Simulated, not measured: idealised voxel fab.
process module | voxel plated lines
cross-section cut | 220 nm wide | cells 5 nm
A cross-section is a grid of square cells, given in bands from the top down. A band is one or more rows of cells.
Each band's line starts with the height of the band's top and of its bottom, in nm. Then come its materials from left to right, each with its width in nm. One material with "throughout" fills the band from edge to edge. "air" is empty space.
Height 0 is the level under which the wafer as received is all one material. The lowest band goes on downwards, as in "0 down".
A width such as "30 to 40" changes by the same amount from each row of cells to the next, from the band's top row to its bottom row.
"no change" after a step means that no cell of the cross-section changed.
closed voids: empty space of 8 cells or more with no open way to the top, each as width x height at its distance from the left edge, in nm
after a step's settings: what the simulator itself notes on the step
overlay nm, on a step with a mask: how far to the right of its planned place the mask lay; to the left if negative
plan
1 op RECEIVE | material Si
2 op CONFORMAL_DEP | material SiN | thk nm 15
3 op DIRECTIONAL_DEP | material TiN | thk nm 5
4 op PATTERN | tone open | mask id LINES | material resist | width nm 15 | pitch nm 35 | thk nm 25 | overlay nm 0
5 op EPI | material Ru | thk nm 10
6 op EPI | material Ru | thk nm 10
7 op STRIP | etch materials resist
8 op DIRECTIONAL_ETCH | etch materials TiN | depth nm 5
9 op CONFORMAL_DEP | material SiCN | thk nm 10
as received, after step 1
  0 down: Si throughout
  closed voids: none
a wafer at the end: this start, this plan, one mistake
  30 to 15: SiCN throughout
  15 to 0: SiN throughout
  0 down: Si throughout
  closed voids: none
what went wrong: step 3 ran as: op DIRECTIONAL_DEP | material SiCN | thk nm 5
